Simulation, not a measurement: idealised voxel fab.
process module | voxel wiring stack
cross-section cut | 140 nm wide | cells 5 nm
A cross-section is a grid of square cells, given in bands from the top down. A band is one or more rows of cells.
Each band's line starts with the height of the band's top and of its bottom, in nm. Then come its materials from left to right, each with its width in nm. One material with "throughout" fills the band from edge to edge. "air" is empty space.
Height 0 is the level under which the wafer as received is all one material. The lowest band goes on downwards, as in "0 down".
A width such as "30 to 40" changes by the same amount from each row of cells to the next, from the band's top row to its bottom row.
"no change" after a step means that no cell of the cross-section changed.
closed voids: empty space of 8 cells or more with no open way to the top, each as width x height at its distance from the left edge, in nm
after a step's settings: what the simulator itself notes on the step
overlay nm, on a step with a mask: how far to the right of its planned place the mask lay; to the left if negative
plan
1 op RECEIVE | material Si
2 op CONFORMAL_DEP | material SiO2 | thk nm 15
3 op DIRECTIONAL_DEP | material TiN | thk nm 5
4 op DIRECTIONAL_DEP | material W | thk nm 15
5 op PATTERN | tone cover | mask id METAL_1 | material resist | width nm 20 | pitch nm 40 | thk nm 20 | overlay nm 0
6 op DIRECTIONAL_ETCH | etch materials W | depth nm 15
7 op DIRECTIONAL_ETCH | etch materials TiN | depth nm 5
8 op STRIP | etch materials resist
9 op FILL_DEP | material SiO2 | thk nm 5
10 op CMP | height nm 35
11 op CONFORMAL_DEP | material SiCN | thk nm 5
12 op DIRECTIONAL_DEP | material lowk | thk nm 35
13 op MASKED_ETCH | tone open | mask id METAL_2_HOLES | width nm 15 | pitch nm 40 | etch materials lowk | depth nm 35 | overlay nm 0
14 op PATTERN | tone open | mask id METAL_2 | material resist | width nm 20 | pitch nm 40 | thk nm 15 | overlay nm 0
15 op DIRECTIONAL_ETCH | etch materials lowk | depth nm 20
16 op DIRECTIONAL_ETCH | etch materials SiCN | depth nm 5
17 op STRIP | etch materials resist
18 op CONFORMAL_DEP | material TiN | thk nm 5
19 op FILL_DEP | material Ru | thk nm 5
20 op CMP | height nm 75
21 op CONFORMAL_DEP | material SiN | thk nm 5
first wafer, as planned
as received, after step 1
  0 down: Si throughout
  closed voids: none
after step 2
  15 to 0: SiO2 throughout
  below 0: unchanged
after step 3
  20 to 15: TiN throughout
  below 15: unchanged
after step 4
  35 to 20: W throughout
  below 20: unchanged
after step 5
  55 to 35: air 20 | resist 20 | air 20 | resist 20 | air 20 | resist 20 | air 20
  below 35: unchanged
after step 6
  55 to 35: air 20 | resist 20 | air 20 | resist 20 | air 20 | resist 20 | air 20
  35 to 20: air 20 | W 20 | air 20 | W 20 | air 20 | W 20 | air 20
  below 20: unchanged
after step 7
  55 to 35: air 20 | resist 20 | air 20 | resist 20 | air 20 | resist 20 | air 20
  35 to 20: air 20 | W 20 | air 20 | W 20 | air 20 | W 20 | air 20
  20 to 15: air 20 | TiN 20 | air 20 | TiN 20 | air 20 | TiN 20 | air 20
  below 15: unchanged
after step 8
  35 to 20: air 20 | W 20 | air 20 | W 20 | air 20 | W 20 | air 20
  below 20: unchanged
after step 9
  40 to 35: SiO2 throughout
  35 to 20: SiO2 20 | W 20 | SiO2 20 | W 20 | SiO2 20 | W 20 | SiO2 20
  20 to 15: SiO2 20 | TiN 20 | SiO2 20 | TiN 20 | SiO2 20 | TiN 20 | SiO2 20
  below 15: unchanged
after step 10
  35 to 20: SiO2 20 | W 20 | SiO2 20 | W 20 | SiO2 20 | W 20 | SiO2 20
  below 20: unchanged
after step 11
  40 to 35: SiCN throughout
  below 35: unchanged
after step 12
  75 to 40: lowk throughout
  below 40: unchanged
after step 13
  75 to 40: lowk 20 | air 15 | lowk 25 | air 15 | lowk 25 | air 15 | lowk 25
  below 40: unchanged
after step 14
  90 to 75: resist 20 | air 20 | resist 20 | air 20 | resist 20 | air 20 | resist 20
  below 75: unchanged
after step 15
  90 to 75: resist 20 | air 20 | resist 20 | air 20 | resist 20 | air 20 | resist 20
  75 to 55: lowk 20 | air 20 | lowk 20 | air 20 | lowk 20 | air 20 | lowk 20
  below 55: unchanged
after step 16
  90 to 75: resist 20 | air 20 | resist 20 | air 20 | resist 20 | air 20 | resist 20
  75 to 55: lowk 20 | air 20 | lowk 20 | air 20 | lowk 20 | air 20 | lowk 20
  55 to 40: lowk 20 | air 15 | lowk 25 | air 15 | lowk 25 | air 15 | lowk 25
  40 to 35: SiCN 20 | air 15 | SiCN 25 | air 15 | SiCN 25 | air 15 | SiCN 25
  below 35: unchanged
after step 17
  75 to 55: lowk 20 | air 20 | lowk 20 | air 20 | lowk 20 | air 20 | lowk 20
  below 55: unchanged
after step 18
  80 to 75: TiN 25 | air 10 | TiN 30 | air 10 | TiN 30 | air 10 | TiN 25
  75 to 60: lowk 20 | TiN 5 | air 10 | TiN 5 | lowk 20 | TiN 5 | air 10 | TiN 5 | lowk 20 | TiN 5 | air 10 | TiN 5 | lowk 20
  60 to 55: lowk 20 | TiN 5 | air 5 | TiN 10 | lowk 20 | TiN 5 | air 5 | TiN 10 | lowk 20 | TiN 5 | air 5 | TiN 10 | lowk 20
  55 to 40: lowk 20 | TiN 5 | air 5 | TiN 5 | lowk 25 | TiN 5 | air 5 | TiN 5 | lowk 25 | TiN 5 | air 5 | TiN 5 | lowk 25
  40 to 35: SiCN 20 | TiN 15 | SiCN 25 | TiN 15 | SiCN 25 | TiN 15 | SiCN 25
  below 35: unchanged
after step 19
  85 to 80: Ru throughout
  80 to 75: TiN 25 | Ru 10 | TiN 30 | Ru 10 | TiN 30 | Ru 10 | TiN 25
  75 to 60: lowk 20 | TiN 5 | Ru 10 | TiN 5 | lowk 20 | TiN 5 | Ru 10 | TiN 5 | lowk 20 | TiN 5 | Ru 10 | TiN 5 | lowk 20
  60 to 55: lowk 20 | TiN 5 | Ru 5 | TiN 10 | lowk 20 | TiN 5 | Ru 5 | TiN 10 | lowk 20 | TiN 5 | Ru 5 | TiN 10 | lowk 20
  55 to 40: lowk 20 | TiN 5 | Ru 5 | TiN 5 | lowk 25 | TiN 5 | Ru 5 | TiN 5 | lowk 25 | TiN 5 | Ru 5 | TiN 5 | lowk 25
  below 40: unchanged
after step 20
  75 to 60: lowk 20 | TiN 5 | Ru 10 | TiN 5 | lowk 20 | TiN 5 | Ru 10 | TiN 5 | lowk 20 | TiN 5 | Ru 10 | TiN 5 | lowk 20
  below 60: unchanged
after step 21
  80 to 75: SiN throughout
  below 75: unchanged
second wafer: like start, like plan, one mistake. Through step 20 it matches the first wafer
when step 21 should have ended
  80 to 75: W throughout
  below 75: unchanged
what went wrong: step 21 ran as: op CONFORMAL_DEP | material W | thk nm 5
at the end the second wafer has, in cells: 28 fewer of SiN | 28 more of W
